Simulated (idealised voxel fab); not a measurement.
process module | voxel self aligned contacts
cross-section cut | 205 nm wide | cells 5 nm
A cross-section is a grid of square cells, given in bands from the top down. A band is one or more rows of cells.
Each band's line starts with the height of the band's top and of its bottom, in nm. Then come its materials from left to right, each with its width in nm. One material with "throughout" fills the band from edge to edge. "air" is empty space.
Height 0 is the level under which the wafer as received is all one material. The lowest band goes on downwards, as in "0 down".
A width such as "30 to 40" changes by the same amount from each row of cells to the next, from the band's top row to its bottom row.
"no change" after a step means that no cell of the cross-section changed.
closed voids: empty space of 8 cells or more with no open way to the top, each as width x height at its distance from the left edge, in nm
after a step's settings: what the simulator itself notes on the step
overlay nm, on a step with a mask: how far to the right of its planned place the mask lay; to the left if negative
plan
1 op RECEIVE | material Si
2 op CONFORMAL_DEP | material SiO2 | thk nm 5
3 op DIRECTIONAL_DEP | material polySi | thk nm 20
4 op DIRECTIONAL_DEP | material SiN | thk nm 15
5 op MASKED_ETCH | tone cover | mask id GATE | width nm 30 | pitch nm 65 | etch materials SiN | depth nm 15 | overlay nm 0
6 op MASKED_ETCH | tone cover | mask id GATE | width nm 30 | pitch nm 65 | etch materials polySi | depth nm 20 | overlay nm 0
7 op CONFORMAL_DEP | material SiN | thk nm 5
8 op DIRECTIONAL_ETCH | etch materials SiN | depth nm 5
9 op FILL_DEP | material SiO2 | thk nm 20
10 op CMP | height nm 50
11 op DIRECTIONAL_DEP | material aC | thk nm 10
12 op PATTERN | tone open | mask id CONTACT | material resist | width nm 45 | thk nm 25 | overlay nm 0
13 op DIRECTIONAL_ETCH | etch materials aC | depth nm 10
14 op STRIP | etch materials resist
15 op DIRECTIONAL_ETCH | etch materials SiO2 | depth nm 50
16 op STRIP | etch materials aC
17 op CONFORMAL_DEP | material TiN | thk nm 5
18 op FILL_DEP | material W | thk nm 10
19 op CMP | height nm 50
20 op CONFORMAL_DEP | material SiN | thk nm 5
as received, after step 1
  0 down: Si throughout
  closed voids: none
first wafer at the end, as planned
  55 to 50: SiN throughout
  50 to 40: SiO2 80 | TiN 5 to 15 | W 35 to 15 | TiN 5 to 15 | SiO2 80
  40 to 25: SiO2 50 | SiN 40 | TiN 5 | W 15 | TiN 5 | SiN 40 | SiO2 50
  25 to 5: SiO2 50 | SiN 5 | polySi 30 | SiN 5 | TiN 5 | W 15 | TiN 5 | SiN 5 | polySi 30 | SiN 5 | SiO2 50
  5 to 0: SiO2 90 | TiN 25 | SiO2 90
  0 down: Si throughout
  closed voids: none
second wafer at the end: like start, like plan, one mistake
  55 to 50: SiN throughout
  50 to 40: SiO2 80 | TiN 5 to 15 | W 35 to 15 | TiN 5 to 15 | SiO2 80
  40 to 25: SiO2 50 | SiN 40 | TiN 5 | W 15 | TiN 5 | SiN 40 | SiO2 50
  25 to 15: SiO2 50 | SiN 5 | polySi 30 | SiN 5 | TiN 5 | W 15 | TiN 5 | SiN 5 | polySi 30 | SiN 5 | SiO2 50
  15 to 10: SiO2 50 | SiN 5 | polySi 30 | SiN 5 | TiN 25 | SiN 5 | polySi 30 | SiN 5 | SiO2 50
  10 to 5: SiN 55 | polySi 30 | SiN 35 | polySi 30 | SiN 55
  5 to 0: SiO2 throughout
  0 down: Si throughout
  closed voids: none
what went wrong: steps 7 and 8 were swapped
at the end the second wafer has, in cells: 25 more of SiN | 15 fewer of SiO2 | 4 fewer of TiN | 6 fewer of W
